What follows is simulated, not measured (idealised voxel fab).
This section sets out a process module, namely voxel transistor to metal.
The cross-section on display is named cut; it measures 205 nm wide, and its cells are 5 nm squares.
A cross-section is a grid of square cells, given in bands from the top down. A band is one or more rows of cells.
Each band's line starts with the height of the band's top and of its bottom, in nm. Then come its materials from left to right, each with its width in nm. One material with "all across" fills the band from edge to edge. "empty" is empty space.
Heads up on the height convention: 0 is the point under which the incoming wafer is all one material, and the lowest band has no bottom, it just keeps going down, like "0 -> down".
It should be noted that a width expressed as "30->40" varies in equal increments from row to row of cells within the band, taking the value of the first number at the top row and that of the second number at the bottom row.
Key: "nothing changed" - step with no changed cell in the cross-section.
In the "Trapped cavities" entry, you get each enclosed empty space of 8 cells or more, one with no open way to the top, written width x height at distance, distance from the left edge, in nm.
after a step's settings: what the simulator itself notes on the step
The "overlay nm" setting may appear on a step's line; for a step that uses a mask, it gives how far to the right of its planned position the mask lay, and a negative value indicates the left.

plan
1 RECEIVE,material Si
2 OXIDIZE,depth nm 5
3 CONFORMAL_DEP,material SiN,thk nm 15
4 PATTERN,tone cover,mask id ACTIVE,material resist,width nm 100,thk nm 15,overlay nm 0
5 DIRECTIONAL_ETCH,etch materials SiN,depth nm 15
6 DIRECTIONAL_ETCH,etch materials SiO2,depth nm 5
7 DIRECTIONAL_ETCH,etch materials Si,depth nm 30
8 STRIP,etch materials resist
9 OXIDIZE,depth nm 5
10 FILL_DEP,material SiO2,thk nm 10
11 CMP,height nm 15
12 SELECTIVE_ETCH,etch materials SiO2,depth nm 5
13 STRIP,etch materials SiN
14 SELECTIVE_ETCH,etch materials SiO2,depth nm 5
15 OXIDIZE,depth nm 5
16 DIRECTIONAL_DEP,material polySi,thk nm 30
17 DIRECTIONAL_DEP,material SiCN,thk nm 15
18 MASKED_ETCH,tone cover,mask id GATE,width nm 20,etch materials SiCN,depth nm 25,overlay nm 0
19 MASKED_ETCH,tone cover,mask id GATE,width nm 20,etch materials polySi,depth nm 40,overlay nm 0
20 CONFORMAL_DEP,material SiN,thk nm 10
21 DIRECTIONAL_ETCH,etch materials SiN,depth nm 10
22 DIRECTIONAL_ETCH,etch materials SiO2,depth nm 5
23 DIRECTIONAL_ETCH,etch materials Si,depth nm 10
24 EPI,material SiGe,thk nm 15
25 FILL_DEP,material SiO2,thk nm 10
26 CMP,height nm 40
27 DIRECTIONAL_DEP,material SiO2,thk nm 10
28 PATTERN,tone open,mask id CONTACT,material resist,width nm 20,pitch nm 70,thk nm 15,overlay nm 0
29 DIRECTIONAL_ETCH,etch materials SiO2,depth nm 55
30 STRIP,etch materials resist
31 CONFORMAL_DEP,material TiN,thk nm 5
32 FILL_DEP,material W,thk nm 10
33 CMP,height nm 50
34 DIRECTIONAL_DEP,material TiN,thk nm 5
35 DIRECTIONAL_DEP,material Ru,thk nm 25
36 MASKED_ETCH,tone cover,mask id METAL_1,width nm 20,pitch nm 70,etch materials Ru,depth nm 25,overlay nm 0
37 MASKED_ETCH,tone cover,mask id METAL_1,width nm 20,pitch nm 70,etch materials TiN,depth nm 5,overlay nm 0
38 FILL_DEP,material SiO2,thk nm 5
39 CMP,height nm 80
40 CONFORMAL_DEP,material SiN,thk nm 5

The following pertains to the first of two wafers, which was processed as planned

Cross-section of the incoming wafer, state after step 1
  0 -> down | Si all across
  Trapped cavities: none

After step 2: wafer cross-section
  0 -> -5 | SiO2 all across
  No changes below -5.

After step 3: wafer cross-section
  15 -> 0 | SiN all across
  No changes below 0.

After step 4: wafer cross-section
  30 -> 15 | empty 50; resist 100; empty 55
  No changes below 15.

After step 5: wafer cross-section
  30 -> 15 | empty 50; resist 100; empty 55
  15 -> 0 | empty 50; SiN 100; empty 55
  No changes below 0.

After step 6: wafer cross-section
  30 -> 15 | empty 50; resist 100; empty 55
  15 -> 0 | empty 50; SiN 100; empty 55
  0 -> -5 | empty 50; SiO2 100; empty 55
  No changes below -5.

After step 7: wafer cross-section
  30 -> 15 | empty 50; resist 100; empty 55
  15 -> 0 | empty 50; SiN 100; empty 55
  0 -> -5 | empty 50; SiO2 100; empty 55
  -5 -> -35 | empty 50; Si 100; empty 55
  No changes below -35.

After step 8: wafer cross-section
  15 -> 0 | empty 50; SiN 100; empty 55
  No changes below 0.

After step 9: wafer cross-section
  15 -> 0 | empty 50; SiN 100; empty 55
  0 -> -5 | empty 50; SiO2 100; empty 55
  -5 -> -35 | empty 50; SiO2 5; Si 90; SiO2 5; empty 55
  -35 -> -40 | SiO2 55; Si 90; SiO2 60
  No changes below -40.

After step 10: wafer cross-section
  25 -> 15 | SiO2 all across
  15 -> 0 | SiO2 50; SiN 100; SiO2 55
  0 -> -5 | SiO2 all across
  -5 -> -40 | SiO2 55; Si 90; SiO2 60
  No changes below -40.

After step 11: wafer cross-section
  15 -> 0 | SiO2 50; SiN 100; SiO2 55
  No changes below 0.

After step 12: wafer cross-section
  15 -> 10 | empty 50; SiN 100; empty 55
  No changes below 10.

After step 13: wafer cross-section
  10 -> 0 | SiO2 50; empty 100; SiO2 55
  No changes below 0.

After step 14: wafer cross-section
  5 -> -5 | SiO2 45; empty 110; SiO2 50
  No changes below -5.

After step 15: wafer cross-section
  5 -> -5 | SiO2 45; empty 110; SiO2 50
  -5 -> -10 | SiO2 all across
  No changes below -10.

After step 16: wafer cross-section
  35 -> 25 | polySi 45; empty 110; polySi 50
  25 -> 5 | polySi all across
  5 -> -5 | SiO2 45; polySi 110; SiO2 50
  No changes below -5.

After step 17: wafer cross-section
  50 -> 40 | SiCN 45; empty 110; SiCN 50
  40 -> 35 | SiCN all across
  35 -> 25 | polySi 45; SiCN 110; polySi 50
  No changes below 25.

After step 18: wafer cross-section
  40 -> 35 | empty 90; SiCN 20; empty 95
  35 -> 25 | polySi 45; empty 45; SiCN 20; empty 45; polySi 50
  No changes below 25.

After step 19: wafer cross-section
  40 -> 25 | empty 90; SiCN 20; empty 95
  25 -> 5 | empty 90; polySi 20; empty 95
  5 -> -5 | SiO2 45; empty 45; polySi 20; empty 45; SiO2 50
  No changes below -5.

After step 20: wafer cross-section
  50 -> 40 | empty 80; SiN 40; empty 85
  40 -> 25 | empty 80; SiN 10; SiCN 20; SiN 10; empty 85
  25 -> 15 | empty 80; SiN 10; polySi 20; SiN 10; empty 85
  15 -> 5 | SiN 55; empty 25; SiN 10; polySi 20; SiN 10; empty 25; SiN 60
  5 -> -5 | SiO2 45; SiN 45; polySi 20; SiN 45; SiO2 50
  No changes below -5.

After step 21: wafer cross-section
  40 -> 25 | empty 80; SiN 10; SiCN 20; SiN 10; empty 85
  25 -> 5 | empty 80; SiN 10; polySi 20; SiN 10; empty 85
  5 -> -5 | SiO2 45; SiN 10; empty 25; SiN 10; polySi 20; SiN 10; empty 25; SiN 10; SiO2 50
  No changes below -5.

After step 22: wafer cross-section
  40 -> 25 | empty 80; SiN 10; SiCN 20; SiN 10; empty 85
  25 -> 5 | empty 80; SiN 10; polySi 20; SiN 10; empty 85
  5 -> 0 | empty 45; SiN 10; empty 25; SiN 10; polySi 20; SiN 10; empty 25; SiN 10; empty 50
  0 -> -5 | SiO2 45; SiN 10; empty 25; SiN 10; polySi 20; SiN 10; empty 25; SiN 10; SiO2 50
  -5 -> -10 | SiO2 55; empty 25; SiO2 40; empty 25; SiO2 60
  No changes below -10.

After step 23: wafer cross-section
  40 -> 25 | empty 80; SiN 10; SiCN 20; SiN 10; empty 85
  25 -> 5 | empty 80; SiN 10; polySi 20; SiN 10; empty 85
  5 -> 0 | empty 45; SiN 10; empty 25; SiN 10; polySi 20; SiN 10; empty 25; SiN 10; empty 50
  0 -> -5 | SiO2 45; SiN 10; empty 25; SiN 10; polySi 20; SiN 10; empty 25; SiN 10; SiO2 50
  -5 -> -10 | SiO2 55; empty 25; SiO2 40; empty 25; SiO2 60
  -10 -> -20 | SiO2 55; empty 25; Si 40; empty 25; SiO2 60
  No changes below -20.

After step 24: wafer cross-section
  40 -> 25 | empty 80; SiN 10; SiCN 20; SiN 10; empty 85
  25 -> 5 | empty 80; SiN 10; polySi 20; SiN 10; empty 85
  5 -> 0 | empty 45; SiN 10; empty 10; SiGe 15; SiN 10; polySi 20; SiN 10; SiGe 15; empty 10; SiN 10; empty 50
  0 -> -5 | SiO2 45; SiN 10; empty 10; SiGe 15; SiN 10; polySi 20; SiN 10; SiGe 15; empty 10; SiN 10; SiO2 50
  -5 -> -10 | SiO2 55; SiGe 25; SiO2 40; SiGe 25; SiO2 60
  -10 -> -20 | SiO2 55; SiGe 25; Si 40; SiGe 25; SiO2 60
  No changes below -20.

After step 25: wafer cross-section
  50 -> 40 | SiO2 all across
  40 -> 25 | SiO2 80; SiN 10; SiCN 20; SiN 10; SiO2 85
  25 -> 5 | SiO2 80; SiN 10; polySi 20; SiN 10; SiO2 85
  5 -> -5 | SiO2 45; SiN 10; SiO2 10; SiGe 15; SiN 10; polySi 20; SiN 10; SiGe 15; SiO2 10; SiN 10; SiO2 50
  No changes below -5.

After step 26: wafer cross-section
  40 -> 25 | SiO2 80; SiN 10; SiCN 20; SiN 10; SiO2 85
  No changes below 25.

After step 27: wafer cross-section
  50 -> 40 | SiO2 all across
  No changes below 40.

After step 28: wafer cross-section
  65 -> 50 | resist 55; empty 20; resist 50; empty 20; resist 60
  No changes below 50.

After step 29: wafer cross-section
  65 -> 50 | resist 55; empty 20; resist 50; empty 20; resist 60
  50 -> 40 | SiO2 55; empty 20; SiO2 50; empty 20; SiO2 60
  40 -> 25 | SiO2 55; empty 20; SiO2 5; SiN 10; SiCN 20; SiN 10; SiO2 5; empty 20; SiO2 60
  25 -> 5 | SiO2 55; empty 20; SiO2 5; SiN 10; polySi 20; SiN 10; SiO2 5; empty 20; SiO2 60
  5 -> -5 | SiO2 45; SiN 10; empty 10; SiGe 15; SiN 10; polySi 20; SiN 10; SiGe 15; empty 10; SiN 10; SiO2 50
  No changes below -5.

After step 30: wafer cross-section
  50 -> 40 | SiO2 55; empty 20; SiO2 50; empty 20; SiO2 60
  No changes below 40.

After step 31: wafer cross-section
  55 -> 50 | TiN 60; empty 10; TiN 60; empty 10; TiN 65
  50 -> 40 | SiO2 55; TiN 5; empty 10; TiN 5; SiO2 50; TiN 5; empty 10; TiN 5; SiO2 60
  40 -> 25 | SiO2 55; TiN 5; empty 10; TiN 5; SiO2 5; SiN 10; SiCN 20; SiN 10; SiO2 5; TiN 5; empty 10; TiN 5; SiO2 60
  25 -> 10 | SiO2 55; TiN 5; empty 10; TiN 5; SiO2 5; SiN 10; polySi 20; SiN 10; SiO2 5; TiN 5; empty 10; TiN 5; SiO2 60
  10 -> 5 | SiO2 55; TiN 20; SiO2 5; SiN 10; polySi 20; SiN 10; SiO2 5; TiN 20; SiO2 60
  5 -> -5 | SiO2 45; SiN 10; TiN 10; SiGe 15; SiN 10; polySi 20; SiN 10; SiGe 15; TiN 10; SiN 10; SiO2 50
  No changes below -5.

After step 32: wafer cross-section
  65 -> 55 | W all across
  55 -> 50 | TiN 60; W 10; TiN 60; W 10; TiN 65
  50 -> 40 | SiO2 55; TiN 5; W 10; TiN 5; SiO2 50; TiN 5; W 10; TiN 5; SiO2 60
  40 -> 25 | SiO2 55; TiN 5; W 10; TiN 5; SiO2 5; SiN 10; SiCN 20; SiN 10; SiO2 5; TiN 5; W 10; TiN 5; SiO2 60
  25 -> 10 | SiO2 55; TiN 5; W 10; TiN 5; SiO2 5; SiN 10; polySi 20; SiN 10; SiO2 5; TiN 5; W 10; TiN 5; SiO2 60
  No changes below 10.

After step 33: wafer cross-section
  50 -> 40 | SiO2 55; TiN 5; W 10; TiN 5; SiO2 50; TiN 5; W 10; TiN 5; SiO2 60
  No changes below 40.

After step 34: wafer cross-section
  55 -> 50 | TiN all across
  No changes below 50.

After step 35: wafer cross-section
  80 -> 55 | Ru all across
  No changes below 55.

After step 36: wafer cross-section
  80 -> 55 | empty 55; Ru 20; empty 50; Ru 20; empty 60
  No changes below 55.

After step 37: wafer cross-section
  80 -> 55 | empty 55; Ru 20; empty 50; Ru 20; empty 60
  55 -> 50 | empty 55; TiN 20; empty 50; TiN 20; empty 60
  No changes below 50.

After step 38: wafer cross-section
  85 -> 80 | SiO2 all across
  80 -> 55 | SiO2 55; Ru 20; SiO2 50; Ru 20; SiO2 60
  55 -> 50 | SiO2 55; TiN 20; SiO2 50; TiN 20; SiO2 60
  No changes below 50.

After step 39: wafer cross-section
  80 -> 55 | SiO2 55; Ru 20; SiO2 50; Ru 20; SiO2 60
  No changes below 55.

After step 40: wafer cross-section
  85 -> 80 | SiN all across
  No changes below 80.

Okay, second wafer. Nothing different at the start, nothing different in the plan, just one mistake somewhere in the running. As far as step 27, counting that step, it's the first wafer all over again

when step 28 should have ended
  65 -> 50 | resist 45; empty 20; resist 50; empty 20; resist 70
  No changes below 50.

when step 29 should have ended
  65 -> 50 | resist 45; empty 20; resist 50; empty 20; resist 70
  50 -> 40 | SiO2 45; empty 20; SiO2 50; empty 20; SiO2 70
  40 -> 25 | SiO2 45; empty 20; SiO2 15; SiN 10; SiCN 20; SiN 10; empty 15; SiO2 70
  25 -> 5 | SiO2 45; empty 20; SiO2 15; SiN 10; polySi 20; SiN 10; empty 15; SiO2 70
  5 -> -5 | SiO2 45; SiN 10; empty 10; SiGe 15; SiN 10; polySi 20; SiN 10; SiGe 15; SiO2 10; SiN 10; SiO2 50
  No changes below -5.

when step 30 should have ended
  50 -> 40 | SiO2 45; empty 20; SiO2 50; empty 20; SiO2 70
  No changes below 40.

when step 31 should have ended
  55 -> 50 | TiN 50; empty 10; TiN 60; empty 10; TiN 75
  50 -> 40 | SiO2 45; TiN 5; empty 10; TiN 5; SiO2 50; TiN 5->10; empty 10->5; TiN 5; SiO2 70
  40 -> 25 | SiO2 45; TiN 5; empty 10; TiN 5; SiO2 15; SiN 10; SiCN 20; SiN 10; TiN 5; empty 5; TiN 5; SiO2 70
  25 -> 10 | SiO2 45; TiN 5; empty 10; TiN 5; SiO2 15; SiN 10; polySi 20; SiN 10; TiN 5; empty 5; TiN 5; SiO2 70
  10 -> 5 | SiO2 45; TiN 20; SiO2 15; SiN 10; polySi 20; SiN 10; TiN 15; SiO2 70
  5 -> -5 | SiO2 45; SiN 10; TiN 10; SiGe 15; SiN 10; polySi 20; SiN 10; SiGe 15; SiO2 10; SiN 10; SiO2 50
  No changes below -5.

when step 32 should have ended
  65 -> 55 | W all across
  55 -> 50 | TiN 50; W 10; TiN 60; W 10; TiN 75
  50 -> 40 | SiO2 45; TiN 5; W 10; TiN 5; SiO2 50; TiN 5->10; W 10->5; TiN 5; SiO2 70
  40 -> 25 | SiO2 45; TiN 5; W 10; TiN 5; SiO2 15; SiN 10; SiCN 20; SiN 10; TiN 5; W 5; TiN 5; SiO2 70
  25 -> 10 | SiO2 45; TiN 5; W 10; TiN 5; SiO2 15; SiN 10; polySi 20; SiN 10; TiN 5; W 5; TiN 5; SiO2 70
  No changes below 10.

when step 33 should have ended
  50 -> 40 | SiO2 45; TiN 5; W 10; TiN 5; SiO2 50; TiN 5->10; W 10->5; TiN 5; SiO2 70
  No changes below 40.

when step 34 should have ended
  55 -> 50 | TiN all across
  No changes below 50.

when step 35 should have ended
  80 -> 55 | Ru all across
  No changes below 55.

when step 36 should have ended
  80 -> 55 | empty 55; Ru 20; empty 50; Ru 20; empty 60
  No changes below 55.

when step 37 should have ended
  80 -> 55 | empty 55; Ru 20; empty 50; Ru 20; empty 60
  55 -> 50 | empty 55; TiN 20; empty 50; TiN 20; empty 60
  No changes below 50.

when step 38 should have ended
  85 -> 80 | SiO2 all across
  80 -> 55 | SiO2 55; Ru 20; SiO2 50; Ru 20; SiO2 60
  55 -> 50 | SiO2 55; TiN 20; SiO2 50; TiN 20; SiO2 60
  No changes below 50.

when step 39 should have ended
  80 -> 55 | SiO2 55; Ru 20; SiO2 50; Ru 20; SiO2 60
  No changes below 55.

when step 40 should have ended
  85 -> 80 | SiN all across
  No changes below 80.
Which mistake was made when the wafer was run? so step 28 ended up running with a different setting than we planned, it ran as PATTERN,tone open,mask id CONTACT,material resist,width nm 20,pitch nm 70,thk nm 15,overlay nm -10
Final difference in cells, second wafer against first, listed per material as more or fewer: 11 more of SiO2; 4 fewer of TiN; 7 fewer of W
